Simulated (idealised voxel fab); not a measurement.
process module | voxel capacitor over wiring
cross-section cut | 300 nm wide | cells 5 nm
A cross-section is a grid of square cells, given in bands from the top down. A band is one or more rows of cells.
Each band's line starts with the height of the band's top and of its bottom, in nm. Then come its materials from left to right, each with its width in nm. One material with "throughout" fills the band from edge to edge. "air" is empty space.
Height 0 is the level under which the wafer as received is all one material. The lowest band goes on downwards, as in "0 down".
A width such as "30 to 40" changes by the same amount from each row of cells to the next, from the band's top row to its bottom row.
"no change" after a step means that no cell of the cross-section changed.
closed voids: empty space of 8 cells or more with no open way to the top, each as width x height at its distance from the left edge, in nm
after a step's settings: what the simulator itself notes on the step
overlay nm, on a step with a mask: how far to the right of its planned place the mask lay; to the left if negative
plan
1 op RECEIVE | material Si
2 op CONFORMAL_DEP | material SiO2 | thk nm 15
3 op CONFORMAL_DEP | material SiN | thk nm 5
4 op DIRECTIONAL_DEP | material lowk | thk nm 20
5 op DIRECTIONAL_DEP | material aC | thk nm 15
6 op PATTERN | tone open | mask id METAL_1 | material resist | width nm 20 | pitch nm 85 | thk nm 30 | overlay nm 0
7 op DIRECTIONAL_ETCH | etch materials aC | depth nm 15
8 op STRIP | etch materials resist
9 op DIRECTIONAL_ETCH | etch materials lowk | depth nm 20
10 op DIRECTIONAL_ETCH | etch materials SiN | depth nm 5
11 op STRIP | etch materials aC
12 op CONFORMAL_DEP | material TiN | thk nm 5
13 op FILL_DEP | material Cu | thk nm 10
14 op CMP | height nm 40
15 op CONFORMAL_DEP | material SiCN | thk nm 5
16 op DIRECTIONAL_DEP | material lowk | thk nm 20
17 op PATTERN | tone open | mask id PLUG_1 | material resist | width nm 15 | thk nm 20 | overlay nm 0
18 op DIRECTIONAL_ETCH | etch materials lowk | depth nm 20
19 op DIRECTIONAL_ETCH | etch materials SiCN | depth nm 5
20 op STRIP | etch materials resist
21 op EPI | material Ru | thk nm 10
22 op EPI | material Ru | thk nm 10
23 op EPI | material Ru | thk nm 5
24 op DIRECTIONAL_DEP | material TiN | thk nm 5
25 op DIRECTIONAL_DEP | material SiN | thk nm 5
26 op DIRECTIONAL_DEP | material TiN | thk nm 10
27 op PATTERN | tone cover | mask id UPPER_PLATE | material resist | width nm 70 | thk nm 15 | overlay nm 0
28 op DIRECTIONAL_ETCH | etch materials TiN | depth nm 10
29 op DIRECTIONAL_ETCH | etch materials SiN | depth nm 5
30 op STRIP | etch materials resist
31 op MASKED_ETCH | tone cover | mask id LOWER_PLATE | width nm 80 | etch materials TiN | depth nm 5 | overlay nm 0
32 op FILL_DEP | material SiO2 | thk nm 20
33 op CMP | height nm 100
34 op MASKED_ETCH | tone open | mask id PLUG_2 | width nm 15 | etch materials SiO2 | depth nm 15 | overlay nm 0
35 op CONFORMAL_DEP | material TiN | thk nm 5
36 op FILL_DEP | material Cu | thk nm 10
37 op CMP | height nm 100
38 op CONFORMAL_DEP | material SiCN | thk nm 5
as received, after step 1
  0 down: Si throughout
  closed voids: none
first wafer at the end, as planned
  105 to 100: SiCN throughout
  100 to 90: SiO2 110 | TiN 5 | Cu 5 | TiN 5 | SiO2 175
  90 to 85: SiO2 110 | TiN 15 | SiO2 175
  85 to 75: SiO2 100 | TiN 70 | SiO2 130
  75 to 70: SiO2 100 | SiN 70 | SiO2 130
  70 to 65: SiO2 95 | TiN 80 | SiO2 125
  65 to 45: lowk 100 | Ru 15 | lowk 185
  45 to 40: SiCN 100 | Ru 15 | SiCN 185
  40 to 20: lowk 95 | TiN 5 | Cu 10 | TiN 5 | lowk 65 | TiN 5 | Cu 10 | TiN 5 | lowk 100
  20 to 15: SiN 95 | TiN 20 | SiN 65 | TiN 20 | SiN 100
  15 to 0: SiO2 throughout
  0 down: Si throughout
  closed voids: none
second wafer at the end: like start, like plan, one mistake
  105 to 100: SiCN throughout
  100 to 90: SiO2 110 | TiN 5 | Cu 5 | TiN 5 | SiO2 175
  90 to 80: SiO2 110 | TiN 15 to 65 | SiO2 175 to 125
  80 to 75: SiO2 110 | TiN 70 | SiO2 120
  75 to 70: SiO2 110 | SiN 70 | SiO2 120
  70 to 65: SiO2 95 | TiN 85 | SiO2 120
  65 to 45: lowk 100 | Ru 15 | lowk 185
  45 to 40: SiCN 100 | Ru 15 | SiCN 185
  40 to 20: lowk 95 | TiN 5 | Cu 10 | TiN 5 | lowk 65 | TiN 5 | Cu 10 | TiN 5 | lowk 100
  20 to 15: SiN 95 | TiN 20 | SiN 65 | TiN 20 | SiN 100
  15 to 0: SiO2 throughout
  0 down: Si throughout
  closed voids: none
what went wrong: step 27 ran as: op PATTERN | tone cover | mask id UPPER_PLATE | material resist | width nm 70 | thk nm 15 | overlay nm 10
at the end the second wafer has, in cells: as many of each material as the first, in other places
